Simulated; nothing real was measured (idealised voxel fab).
Process module heading - voxel self aligned vias
In the cross-section labelled cut, the width is 195 nm and each square cell is 5 nm.
A cross-section is written here as square cells arranged in a grid, and it is given in bands from the top down, each band taking up one or more rows of cells. Heights first: top, then bottom, in nm. Then materials, left to right, each with a width in nm. "everywhere" on a single material: fills the band edge to edge. "blank": empty space. Heads up on the height convention: 0 is the point under which the incoming wafer is all one material, and the lowest band has no bottom, it just keeps going down, like "0 and below". You'd read "30..40" like this: the band's top row of cells is as wide as the first number, its bottom row is as wide as the second, and going down, every row changes width by the same amount as the row before did. For the purposes of this document, the phrase "nothing got changed" attached to a step denotes that no cell within the cross-section was modified by that step. Heads up: "Sealed void listing" only lists the empty pockets with no open path to the top that are 8 cells or more, and it writes them as width x height at distance, distance from the left edge, in nm. That trailing text on a step's line, after the settings, is the simulator's own remark on the step. overlay nm: how far to the right of its planned place the mask lay on this masked step (negative: to the left). Each of the pairs that make up the rest of this document says: here is the cross-section before one process step, here is the cross-section after it, drawn only down to the lowest band that changed, and here, under the pair, is the step lying between them with its settings. Different pairs may come from different runs of this module on the same starting wafer, so a pair continues from the pair above it only where its entry headed "Pre-step snapshot" says so.
[Pre-step snapshot]
50 down to 35 | 45 SiO2 | 45 blank | 105 SiO2
35 down to 30 | 50 SiO2 | 25 blank | 40 SiO2 | 25 SiN | 55 SiO2
30 down to 20 | 50 SiO2 | 5 TiN | 15 Ru | 5 TiN | 40 SiO2 | 5 TiN | 15 Ru | 5 TiN | 55 SiO2
20 down to 15 | 50 SiO2 | 25 TiN | 40 SiO2 | 25 TiN | 55 SiO2
15 down to 10 | SiCN everywhere
10 down to 0 | SiO2 everywhere
0 and below | Si everywhere
Sealed void listing: none
[Post-Process Section]
55 down to 50 | 50 TiN | 35 blank | 110 TiN
50 down to 40 | 45 SiO2 | 5 TiN | 35 blank | 5 TiN | 105 SiO2
40 down to 35 | 45 SiO2 | 10 TiN | 15 blank | 20 TiN | 105 SiO2
35 down to 30 | 50 SiO2 | 25 TiN | 40 SiO2 | 25 SiN | 55 SiO2
Whatever lies below 30 is exactly as it was before.
Sealed void listing: none
Step between the pre-process and post-process cross-sections given above: CONFORMAL_DEP,material TiN,thk nm 5
Pre-step snapshot: after-state, pair directly above.
[Post-Process Section]
65 down to 55 | Cu everywhere
55 down to 50 | 50 TiN | 35 Cu | 110 TiN
50 down to 40 | 45 SiO2 | 5 TiN | 35 Cu | 5 TiN | 105 SiO2
40 down to 35 | 45 SiO2 | 10 TiN | 15 Cu | 20 TiN | 105 SiO2
Whatever lies below 35 is exactly as it was before.
Sealed void listing: none
Step between the pre-process and post-process cross-sections given above: FILL_DEP,material Cu,thk nm 10
Pre-step snapshot: after-state, pair directly above.
[Post-Process Section]
50 down to 40 | 45 SiO2 | 5 TiN | 35 Cu | 5 TiN | 105 SiO2
Whatever lies below 40 is exactly as it was before.
Sealed void listing: none
Step between the pre-process and post-process cross-sections given above: CMP,height nm 50
Pre-step snapshot: after-state, pair directly above.
[Post-Process Section]
55 down to 50 | SiCN everywhere
Whatever lies below 50 is exactly as it was before.
Sealed void listing: none
Step between the pre-process and post-process cross-sections given above: CONFORMAL_DEP,material SiCN,thk nm 5
[Pre-step snapshot]
60 down to 50 | 40 aC | 45 blank | 110 aC
50 down to 35 | 40 SiO2 | 45 blank | 110 SiO2
35 down to 30 | 50 SiO2 | 25 SiN | 40 SiO2 | 25 SiN | 55 SiO2
30 down to 20 | 50 SiO2 | 5 TiN | 15 Ru | 5 TiN | 40 SiO2 | 5 TiN | 15 Ru | 5 TiN | 55 SiO2
20 down to 15 | 50 SiO2 | 25 TiN | 40 SiO2 | 25 TiN | 55 SiO2
15 down to 10 | SiCN everywhere
10 down to 0 | SiO2 everywhere
0 and below | Si everywhere
Sealed void listing: none
[Post-Process Section]
60 down to 50 | 40 aC | 45 blank | 110 aC
50 down to 35 | 40 SiO2 | 45 blank | 110 SiO2
35 down to 30 | 40 SiO2 | 10 blank | 25 SiN | 10 blank | 30 SiO2 | 25 SiN | 55 SiO2
Whatever lies below 30 is exactly as it was before.
Sealed void listing: none
Step between the pre-process and post-process cross-sections given above: DIRECTIONAL_ETCH,etch materials SiO2,depth nm 5
Pre-step snapshot: after-state, pair directly above.
[Post-Process Section]
50 down to 35 | 40 SiO2 | 45 blank | 110 SiO2
Whatever lies below 35 is exactly as it was before.
Sealed void listing: none
Step between the pre-process and post-process cross-sections given above: STRIP,etch materials aC
Pre-step snapshot: after-state, pair directly above.
[Post-Process Section]
55 down to 50 | 45 TiN | 35 blank | 115 TiN
50 down to 40 | 40 SiO2 | 5 TiN | 35 blank | 5 TiN | 110 SiO2
40 down to 35 | 40 SiO2 | 45 TiN | 110 SiO2
35 down to 30 | 40 SiO2 | 10 TiN | 25 SiN | 10 TiN | 30 SiO2 | 25 SiN | 55 SiO2
Whatever lies below 30 is exactly as it was before.
Sealed void listing: none
Step between the pre-process and post-process cross-sections given above: CONFORMAL_DEP,material TiN,thk nm 5
Pre-step snapshot: after-state, pair directly above.
[Post-Process Section]
65 down to 55 | Cu everywhere
55 down to 50 | 45 TiN | 35 Cu | 115 TiN
50 down to 40 | 40 SiO2 | 5 TiN | 35 Cu | 5 TiN | 110 SiO2
Whatever lies below 40 is exactly as it was before.
Sealed void listing: none
Step between the pre-process and post-process cross-sections given above: FILL_DEP,material Cu,thk nm 10
Pre-step snapshot: after-state, pair directly above.
[Post-Process Section]
50 down to 40 | 40 SiO2 | 5 TiN | 35 Cu | 5 TiN | 110 SiO2
Whatever lies below 40 is exactly as it was before.
Sealed void listing: none
Step between the pre-process and post-process cross-sections given above: CMP,height nm 50
Pre-step snapshot: after-state, pair directly above.
[Post-Process Section]
55 down to 50 | SiCN everywhere
Whatever lies below 50 is exactly as it was before.
Sealed void listing: none
Step between the pre-process and post-process cross-sections given above: CONFORMAL_DEP,material SiCN,thk nm 5
[Pre-step snapshot]
35 down to 15 | SiO2 everywhere
15 down to 10 | SiCN everywhere
10 down to 0 | SiO2 everywhere
0 and below | Si everywhere
Sealed void listing: none
[Post-Process Section]
35 down to 15 | 50 blank | 25 SiO2 | 40 blank | 25 SiO2 | 55 blank
Whatever lies below 15 is exactly as it was before.
Sealed void listing: none
Step between the pre-process and post-process cross-sections given above: MASKED_ETCH,tone cover,mask id LINES,width nm 25,pitch nm 65,etch materials SiO2,depth nm 20,overlay nm 0
Pre-step snapshot: after-state, pair directly above.
[Post-Process Section]
40 down to 35 | 45 blank | 35 TiN | 30 blank | 35 TiN | 50 blank
35 down to 20 | 45 blank | 5 TiN | 25 SiO2 | 5 TiN | 30 blank | 5 TiN | 25 SiO2 | 5 TiN | 50 blank
20 down to 15 | 50 TiN | 25 SiO2 | 40 TiN | 25 SiO2 | 55 TiN
Whatever lies below 15 is exactly as it was before.
Sealed void listing: none
Step between the pre-process and post-process cross-sections given above: CONFORMAL_DEP,material TiN,thk nm 5
Pre-step snapshot: after-state, pair directly above.
[Post-Process Section]
45 down to 40 | Ru everywhere
40 down to 35 | 45 Ru | 35 TiN | 30 Ru | 35 TiN | 50 Ru
35 down to 20 | 45 Ru | 5 TiN | 25 SiO2 | 5 TiN | 30 Ru | 5 TiN | 25 SiO2 | 5 TiN | 50 Ru
Whatever lies below 20 is exactly as it was before.
Sealed void listing: none
Step between the pre-process and post-process cross-sections given above: FILL_DEP,material Ru,thk nm 5
Pre-step snapshot: after-state, pair directly above.
[Post-Process Section]
35 down to 20 | 45 Ru | 5 TiN | 25 SiO2 | 5 TiN | 30 Ru | 5 TiN | 25 SiO2 | 5 TiN | 50 Ru
Whatever lies below 20 is exactly as it was before.
Sealed void listing: none
Step between the pre-process and post-process cross-sections given above: CMP,height nm 35
Pre-step snapshot: after-state, pair directly above.
[Post-Process Section]
35 down to 30 | 50 blank | 25 SiO2 | 40 blank | 25 SiO2 | 55 blank
Whatever lies below 30 is exactly as it was before.
Sealed void listing: none
Step between the pre-process and post-process cross-sections given above: SELECTIVE_ETCH,etch materials W Ru TiN,depth nm 5
Pre-step snapshot: after-state, pair directly above.
[Post-Process Section]
40 down to 35 | SiN everywhere
35 down to 30 | 50 SiN | 25 SiO2 | 40 SiN | 25 SiO2 | 55 SiN
Whatever lies below 30 is exactly as it was before.
Sealed void listing: none
Step between the pre-process and post-process cross-sections given above: FILL_DEP,material SiN,thk nm 5
Pre-step snapshot: after-state, pair directly above.
[Post-Process Section]
35 down to 30 | 50 SiN | 25 SiO2 | 40 SiN | 25 SiO2 | 55 SiN
Whatever lies below 30 is exactly as it was before.
Sealed void listing: none
Step between the pre-process and post-process cross-sections given above: CMP,height nm 35
Pre-step snapshot: after-state, pair directly above.
[Post-Process Section]
50 down to 35 | SiO2 everywhere
Whatever lies below 35 is exactly as it was before.
Sealed void listing: none
Step between the pre-process and post-process cross-sections given above: DIRECTIONAL_DEP,material SiO2,thk nm 15
Pre-step snapshot: after-state, pair directly above.
[Post-Process Section]
60 down to 50 | aC everywhere
Whatever lies below 50 is exactly as it was before.
Sealed void listing: none
Step between the pre-process and post-process cross-sections given above: DIRECTIONAL_DEP,material aC,thk nm 10
Pre-step snapshot: after-state, pair directly above.
[Post-Process Section]
85 down to 60 | 40 resist | 45 blank | 110 resist
Whatever lies below 60 is exactly as it was before.
Sealed void listing: none
Step between the pre-process and post-process cross-sections given above: PATTERN,tone open,mask id VIAS,material resist,width nm 45,thk nm 25,overlay nm 0
Pre-step snapshot: after-state, pair directly above.
[Post-Process Section]
75 down to 60 | 40 resist | 45 blank | 110 resist
60 down to 50 | 40 aC | 45 blank | 110 aC
Whatever lies below 50 is exactly as it was before.
Sealed void listing: none
Step between the pre-process and post-process cross-sections given above: DIRECTIONAL_ETCH,etch materials aC,depth nm 10
Pre-step snapshot: after-state, pair directly above.
[Post-Process Section]
60 down to 50 | 40 aC | 45 blank | 110 aC
Whatever lies below 50 is exactly as it was before.
Sealed void listing: none
Step between the pre-process and post-process cross-sections given above: STRIP,etch materials resist
Pre-step snapshot: after-state, pair directly above.
[Post-Process Section]
60 down to 50 | 40 aC | 45 blank | 110 aC
50 down to 35 | 40 SiO2 | 45 blank | 110 SiO2
Whatever lies below 35 is exactly as it was before.
Sealed void listing: none
Step between the pre-process and post-process cross-sections given above: DIRECTIONAL_ETCH,etch materials SiO2,depth nm 15
Pre-step snapshot: after-state, pair directly above.
[Post-Process Section]
60 down to 50 | 40 aC | 45 blank | 110 aC
50 down to 35 | 40 SiO2 | 45 blank | 110 SiO2
35 down to 30 | 40 SiN | 10 blank | 25 SiO2 | 10 blank | 30 SiN | 25 SiO2 | 55 SiN
Whatever lies below 30 is exactly as it was before.
Sealed void listing: none
Step between the pre-process and post-process cross-sections given above: DIRECTIONAL_ETCH,etch materials SiN,depth nm 5
Pre-step snapshot: after-state, pair directly above.
[Post-Process Section]
50 down to 35 | 40 SiO2 | 45 blank | 110 SiO2
Whatever lies below 35 is exactly as it was before.
Sealed void listing: none
Step between the pre-process and post-process cross-sections given above: STRIP,etch materials aC
Pre-step snapshot: after-state, pair directly above.
[Post-Process Section]
55 down to 50 | 45 TiN | 35 blank | 115 TiN
50 down to 40 | 40 SiO2 | 5 TiN | 35 blank | 5 TiN | 110 SiO2
40 down to 35 | 40 SiO2 | 45 TiN | 110 SiO2
35 down to 30 | 40 SiN | 10 TiN | 25 SiO2 | 10 TiN | 30 SiN | 25 SiO2 | 55 SiN
Whatever lies below 30 is exactly as it was before.
Sealed void listing: none
Step between the pre-process and post-process cross-sections given above: CONFORMAL_DEP,material TiN,thk nm 5
Pre-step snapshot: after-state, pair directly above.
[Post-Process Section]
65 down to 55 | Cu everywhere
55 down to 50 | 45 TiN | 35 Cu | 115 TiN
50 down to 40 | 40 SiO2 | 5 TiN | 35 Cu | 5 TiN | 110 SiO2
Whatever lies below 40 is exactly as it was before.
Sealed void listing: none
Step between the pre-process and post-process cross-sections given above: FILL_DEP,material Cu,thk nm 10
Pre-step snapshot: after-state, pair directly above.
[Post-Process Section]
50 down to 40 | 40 SiO2 | 5 TiN | 35 Cu | 5 TiN | 110 SiO2
Whatever lies below 40 is exactly as it was before.
Sealed void listing: none
Step between the pre-process and post-process cross-sections given above: CMP,height nm 50
Pre-step snapshot: after-state, pair directly above.
[Post-Process Section]
55 down to 50 | SiCN everywhere
Whatever lies below 50 is exactly as it was before.
Sealed void listing: none
Step between the pre-process and post-process cross-sections given above: CONFORMAL_DEP,material SiCN,thk nm 5
